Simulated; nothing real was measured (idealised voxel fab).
Documented hereafter: the process module known as voxel spacer lines.
The cross-section on display is named cut; it measures 280 nm wide, and its cells are 5 nm squares.
Throughout this document, each cross-section is represented as a grid of square cells and is presented as a sequence of bands enumerated from the top downward, where a band comprises one or more rows of cells. Basically the band line says how high the top is and how high the bottom is, in nm, and then what's in it from left to right, every material with its width in nm. Empty space shows up as "blank", and if a single material carries "edge to edge" it runs the full band edge to edge. Height reference: 0 = level under which incoming wafer is all one material. Lowest band: no bottom, runs on downward, e.g. "from 0 down". The notation "30..40" denotes a width that varies across the rows of cells in the band, beginning at the first number in the top row, finishing at the second number in the bottom row, and changing by an identical amount from each row to the next. Key: "nothing different" - step with no changed cell in the cross-section. In the "Enclosed internal voids" entry, you get each enclosed empty space of 8 cells or more, one with no open way to the top, written width x height at distance, distance from the left edge, in nm. Post-settings text on a step line: simulator's own remark regarding the step. Regarding "overlay nm": on a step with a mask, it is the distance the mask lay to the right of its planned place; a negative value places it to the left.

## Planned process steps
1: RECEIVE, material Si
2: CONFORMAL_DEP, material Al2O3, thk nm 10
3: DIRECTIONAL_DEP, material SiN, thk nm 10
4: DIRECTIONAL_DEP, material aC, thk nm 20
5: PATTERN, tone cover, mask id MANDREL, material resist, width nm 25, pitch nm 70, thk nm 30, overlay nm 0
6: DIRECTIONAL_ETCH, etch materials aC, depth nm 20
7: STRIP, etch materials resist
8: CONFORMAL_DEP, material SiO2, thk nm 10
9: DIRECTIONAL_ETCH, etch materials SiO2, depth nm 10
10: STRIP, etch materials aC
11: DIRECTIONAL_ETCH, etch materials SiN, depth nm 10
12: STRIP, etch materials SiO2

## So, the first of our two wafers, run just as we planned it

## Cross-section: wafer on arrival = after step 1
	from 0 down | Si edge to edge
	Enclosed internal voids: none

## Cross-section: wafer state after step 2
	from 10 to 0 | Al2O3 edge to edge
	Below 0, no change.

## Cross-section: wafer state after step 3
	from 20 to 10 | SiN edge to edge
	Below 10, no change.

## Cross-section: wafer state after step 4
	from 40 to 20 | aC edge to edge
	Below 20, no change.

## Cross-section: wafer state after step 5
	from 70 to 40 | 55 blank / 25 resist / 45 blank / 25 resist / 45 blank / 25 resist / 60 blank
	Below 40, no change.

## Cross-section: wafer state after step 6
	from 50 to 40 | 55 blank / 25 resist / 45 blank / 25 resist / 45 blank / 25 resist / 60 blank
	from 40 to 20 | 55 blank / 25 aC / 45 blank / 25 aC / 45 blank / 25 aC / 60 blank
	Below 20, no change.

## Cross-section: wafer state after step 7
	from 40 to 20 | 55 blank / 25 aC / 45 blank / 25 aC / 45 blank / 25 aC / 60 blank
	Below 20, no change.

## Cross-section: wafer state after step 8
	from 50 to 40 | 45 blank / 45 SiO2 / 25 blank / 45 SiO2 / 25 blank / 45 SiO2 / 50 blank
	from 40 to 30 | 45 blank / 10 SiO2 / 25 aC / 10 SiO2 / 25 blank / 10 SiO2 / 25 aC / 10 SiO2 / 25 blank / 10 SiO2 / 25 aC / 10 SiO2 / 50 blank
	from 30 to 20 | 55 SiO2 / 25 aC / 45 SiO2 / 25 aC / 45 SiO2 / 25 aC / 60 SiO2
	Below 20, no change.

## Cross-section: wafer state after step 9
	from 40 to 20 | 45 blank / 10 SiO2 / 25 aC / 10 SiO2 / 25 blank / 10 SiO2 / 25 aC / 10 SiO2 / 25 blank / 10 SiO2 / 25 aC / 10 SiO2 / 50 blank
	Below 20, no change.

## Cross-section: wafer state after step 10
	from 40 to 20 | 45 blank / 10 SiO2 / 25 blank / 10 SiO2 / 25 blank / 10 SiO2 / 25 blank / 10 SiO2 / 25 blank / 10 SiO2 / 25 blank / 10 SiO2 / 50 blank
	Below 20, no change.

## Cross-section: wafer state after step 11
	from 40 to 20 | 45 blank / 10 SiO2 / 25 blank / 10 SiO2 / 25 blank / 10 SiO2 / 25 blank / 10 SiO2 / 25 blank / 10 SiO2 / 25 blank / 10 SiO2 / 50 blank
	from 20 to 10 | 45 blank / 10 SiN / 25 blank / 10 SiN / 25 blank / 10 SiN / 25 blank / 10 SiN / 25 blank / 10 SiN / 25 blank / 10 SiN / 50 blank
	Below 10, no change.

## Cross-section: wafer state after step 12
	from 20 to 10 | 45 blank / 10 SiN / 25 blank / 10 SiN / 25 blank / 10 SiN / 25 blank / 10 SiN / 25 blank / 10 SiN / 25 blank / 10 SiN / 50 blank
	Below 10, no change.

## Wafer two of the pair: same origin, same plan, one error during the run; identical to wafer one up to and including step 1

Second wafer, cross-section, planned end of step 2: nothing different

## Second wafer, cross-section, planned end of step 3
	from 10 to 0 | SiN edge to edge
	Below 0, no change.

## Second wafer, cross-section, planned end of step 4
	from 30 to 10 | aC edge to edge
	Below 10, no change.

## Second wafer, cross-section, planned end of step 5
	from 60 to 30 | 55 blank / 25 resist / 45 blank / 25 resist / 45 blank / 25 resist / 60 blank
	Below 30, no change.

## Second wafer, cross-section, planned end of step 6
	from 40 to 30 | 55 blank / 25 resist / 45 blank / 25 resist / 45 blank / 25 resist / 60 blank
	from 30 to 10 | 55 blank / 25 aC / 45 blank / 25 aC / 45 blank / 25 aC / 60 blank
	Below 10, no change.

## Second wafer, cross-section, planned end of step 7
	from 30 to 10 | 55 blank / 25 aC / 45 blank / 25 aC / 45 blank / 25 aC / 60 blank
	Below 10, no change.

## Second wafer, cross-section, planned end of step 8
	from 40 to 30 | 45 blank / 45 SiO2 / 25 blank / 45 SiO2 / 25 blank / 45 SiO2 / 50 blank
	from 30 to 20 | 45 blank / 10 SiO2 / 25 aC / 10 SiO2 / 25 blank / 10 SiO2 / 25 aC / 10 SiO2 / 25 blank / 10 SiO2 / 25 aC / 10 SiO2 / 50 blank
	from 20 to 10 | 55 SiO2 / 25 aC / 45 SiO2 / 25 aC / 45 SiO2 / 25 aC / 60 SiO2
	Below 10, no change.

## Second wafer, cross-section, planned end of step 9
	from 30 to 10 | 45 blank / 10 SiO2 / 25 aC / 10 SiO2 / 25 blank / 10 SiO2 / 25 aC / 10 SiO2 / 25 blank / 10 SiO2 / 25 aC / 10 SiO2 / 50 blank
	Below 10, no change.

## Second wafer, cross-section, planned end of step 10
	from 30 to 10 | 45 blank / 10 SiO2 / 25 blank / 10 SiO2 / 25 blank / 10 SiO2 / 25 blank / 10 SiO2 / 25 blank / 10 SiO2 / 25 blank / 10 SiO2 / 50 blank
	Below 10, no change.

## Second wafer, cross-section, planned end of step 11
	from 30 to 10 | 45 blank / 10 SiO2 / 25 blank / 10 SiO2 / 25 blank / 10 SiO2 / 25 blank / 10 SiO2 / 25 blank / 10 SiO2 / 25 blank / 10 SiO2 / 50 blank
	from 10 to 0 | 45 blank / 10 SiN / 25 blank / 10 SiN / 25 blank / 10 SiN / 25 blank / 10 SiN / 25 blank / 10 SiN / 25 blank / 10 SiN / 50 blank
	Below 0, no change.

## Second wafer, cross-section, planned end of step 12
	from 10 to 0 | 45 blank / 10 SiN / 25 blank / 10 SiN / 25 blank / 10 SiN / 25 blank / 10 SiN / 25 blank / 10 SiN / 25 blank / 10 SiN / 50 blank
	Below 0, no change.
Against the plan, the run slipped here: execution of step 2 of the plan did not take place, the step having been omitted
Final difference in cells, second wafer against first, listed per material as more or fewer: 112 fewer of Al2O3
